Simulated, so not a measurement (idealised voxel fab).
This section sets out a process module, namely voxel wiring stack.
Cross-section cut: width 155 nm, square cells of 5 nm.
Reading order for cross-sections: top band down to bottom band. Underlying form: a grid of square cells. Band size: one or more rows of cells.
Read a band's entry like this: the first values are the height of its top and the height of its bottom in nm, and what follows is the sequence of materials from left to right, each with its width in nm. Note that "blank" is empty space, and that a single material marked "all across" reaches across the band from edge to edge.
Measure heights from 0. That's the level where, below it, the as-received wafer is all one material. The lowest band is bottomless and extends downward; write it as in "top 0, no bottom".
Read "30..40" as a graded width: first number on top, second number at the bottom, same change between each pair of neighbouring rows.
It should be understood that the words "remains unaltered", when stated for a given step, signify that the cross-section underwent no change in any of its cells during that step.
Voids, fully enclosed: empty space of 8 cells or more with no open way to the top, each as width x height at its distance from the left edge, in nm
Anything after a step's settings on that line? It's the simulator's own note about the step.
overlay nm: right-of-plan distance of the mask on a masked step; negative values mean left-of-plan.
Heads up before you read on: it's before/after pairs around one process step each, after side only down to the lowest band that changed, step plus settings under the pair. Pairs can be from different runs of this module, same starting wafer, so only chain a pair onto the one above if its "Pre-processing view" entry says so.

Pre-processing view
  top 115, bottom 80  SiO2 all across
  top 80, bottom 75  SiCN all across
  top 75, bottom 50  SiO2: 20, then TiN: 5, then Ru: 15, then TiN: 5, then SiO2: 20, then TiN: 5, then Ru: 15, then TiN: 5, then SiO2: 20, then TiN: 5, then Ru: 15, then TiN: 5, then SiO2: 20
  top 50, bottom 45  SiCN: 20, then TiN: 25, then SiCN: 20, then TiN: 25, then SiCN: 20, then TiN: 25, then SiCN: 20
  top 45, bottom 35  lowk: 20, then SiCN: 5, then TiN: 5, then SiCN: 5, then lowk: 30, then SiCN: 5, then TiN: 5, then SiCN: 5, then lowk: 30, then SiCN: 5, then TiN: 5, then SiCN: 5, then lowk: 30
  top 35, bottom 30  SiCN: 25, then TiN: 5, then SiCN: 40, then TiN: 5, then SiCN: 40, then TiN: 5, then SiCN: 35
  top 30, bottom 15  Ru: 20, then lowk: 25, then Ru: 20, then lowk: 25, then Ru: 20, then lowk: 25, then Ru: 20
  top 15, bottom 10  TiN all across
  top 10, bottom 0  SiO2 all across
  top 0, no bottom  Si all across
  Voids, fully enclosed: none

Post-Process Section
  top 135, bottom 115  resist: 20, then blank: 25, then resist: 20, then blank: 25, then resist: 20, then blank: 25, then resist: 20
  Note: structure below 115 unchanged.
  Voids, fully enclosed: none
Step between the pre-process and post-process cross-sections given above: PATTERN | tone open | mask id METAL_3 | material resist | width nm 25 | pitch nm 45 | thk nm 20 | overlay nm 0

Pre-processing view: same picture as after in the pair right above, so we don't repeat it.

Post-Process Section
  top 135, bottom 115  resist: 20, then blank: 25, then resist: 20, then blank: 25, then resist: 20, then blank: 25, then resist: 20
  top 115, bottom 95  SiO2: 20, then blank: 25, then SiO2: 20, then blank: 25, then SiO2: 20, then blank: 25, then SiO2: 20
  Note: structure below 95 unchanged.
  Voids, fully enclosed: none
Step between the pre-process and post-process cross-sections given above: DIRECTIONAL_ETCH | etch materials SiO2 | depth nm 20

Pre-processing view: same picture as after in the pair right above, so we don't repeat it.

Post-Process Section
  top 115, bottom 95  SiO2: 20, then blank: 25, then SiO2: 20, then blank: 25, then SiO2: 20, then blank: 25, then SiO2: 20
  Note: structure below 95 unchanged.
  Voids, fully enclosed: none
Step between the pre-process and post-process cross-sections given above: STRIP | etch materials resist

Pre-processing view: same picture as after in the pair right above, so we don't repeat it.

Post-Process Section
  top 115, bottom 95  SiO2: 20, then blank: 25, then SiO2: 20, then blank: 25, then SiO2: 20, then blank: 25, then SiO2: 20
  top 95, bottom 80  SiO2: 20, then blank: 15, then SiO2: 75, then blank: 15, then SiO2: 30
  Note: structure below 80 unchanged.
  Voids, fully enclosed: none
Step between the pre-process and post-process cross-sections given above: MASKED_ETCH | tone open | mask id METAL_3_HOLES | width nm 15 | pitch nm 90 | etch materials SiO2 | depth nm 15 | overlay nm 0

Pre-processing view: same picture as after in the pair right above, so we don't repeat it.

Post-Process Section
  top 115, bottom 95  SiO2: 20, then blank: 25, then SiO2: 20, then blank: 25, then SiO2: 20, then blank: 25, then SiO2: 20
  top 95, bottom 80  SiO2: 20, then blank: 15, then SiO2: 75, then blank: 15, then SiO2: 30
  top 80, bottom 75  SiCN: 20, then blank: 15, then SiCN: 75, then blank: 15, then SiCN: 30
  Note: structure below 75 unchanged.
  Voids, fully enclosed: none
Step between the pre-process and post-process cross-sections given above: MASKED_ETCH | tone open | mask id METAL_3_HOLES | width nm 15 | pitch nm 90 | etch materials SiCN | depth nm 5 | overlay nm 0

Pre-processing view: same picture as after in the pair right above, so we don't repeat it.

Post-Process Section
  top 120, bottom 115  TiN: 25, then blank: 15, then TiN: 30, then blank: 15, then TiN: 30, then blank: 15, then TiN: 25
  top 115, bottom 100  SiO2: 20, then TiN: 5, then blank: 15, then TiN: 5, then SiO2: 20, then TiN: 5, then blank: 15, then TiN: 5, then SiO2: 20, then TiN: 5, then blank: 15, then TiN: 5, then SiO2: 20
  top 100, bottom 95  SiO2: 20, then TiN: 5, then blank: 5, then TiN: 15, then SiO2: 20, then TiN: 25, then SiO2: 20, then TiN: 5, then blank: 5, then TiN: 15, then SiO2: 20
  top 95, bottom 80  SiO2: 20, then TiN: 5, then blank: 5, then TiN: 5, then SiO2: 75, then TiN: 5, then blank: 5, then TiN: 5, then SiO2: 30
  top 80, bottom 75  SiCN: 20, then TiN: 15, then SiCN: 75, then TiN: 15, then SiCN: 30
  Note: structure below 75 unchanged.
  Voids, fully enclosed: none
Step between the pre-process and post-process cross-sections given above: CONFORMAL_DEP | material TiN | thk nm 5

Pre-processing view: same picture as after in the pair right above, so we don't repeat it.

Post-Process Section
  top 125, bottom 120  Cu all across
  top 120, bottom 115  TiN: 25, then Cu: 15, then TiN: 30, then Cu: 15, then TiN: 30, then Cu: 15, then TiN: 25
  top 115, bottom 100  SiO2: 20, then TiN: 5, then Cu: 15, then TiN: 5, then SiO2: 20, then TiN: 5, then Cu: 15, then TiN: 5, then SiO2: 20, then TiN: 5, then Cu: 15, then TiN: 5, then SiO2: 20
  top 100, bottom 95  SiO2: 20, then TiN: 5, then Cu: 5, then TiN: 15, then SiO2: 20, then TiN: 25, then SiO2: 20, then TiN: 5, then Cu: 5, then TiN: 15, then SiO2: 20
  top 95, bottom 80  SiO2: 20, then TiN: 5, then Cu: 5, then TiN: 5, then SiO2: 75, then TiN: 5, then Cu: 5, then TiN: 5, then SiO2: 30
  Note: structure below 80 unchanged.
  Voids, fully enclosed: none
Step between the pre-process and post-process cross-sections given above: FILL_DEP | material Cu | thk nm 5

Pre-processing view: same picture as after in the pair right above, so we don't repeat it.

Post-Process Section
  top 115, bottom 100  SiO2: 20, then TiN: 5, then Cu: 15, then TiN: 5, then SiO2: 20, then TiN: 5, then Cu: 15, then TiN: 5, then SiO2: 20, then TiN: 5, then Cu: 15, then TiN: 5, then SiO2: 20
  Note: structure below 100 unchanged.
  Voids, fully enclosed: none
Step between the pre-process and post-process cross-sections given above: CMP | height nm 115

Pre-processing view: same picture as after in the pair right above, so we don't repeat it.

Post-Process Section
  top 120, bottom 115  SiN all across
  Note: structure below 115 unchanged.
  Voids, fully enclosed: none
Step between the pre-process and post-process cross-sections given above: CONFORMAL_DEP | material SiN | thk nm 5
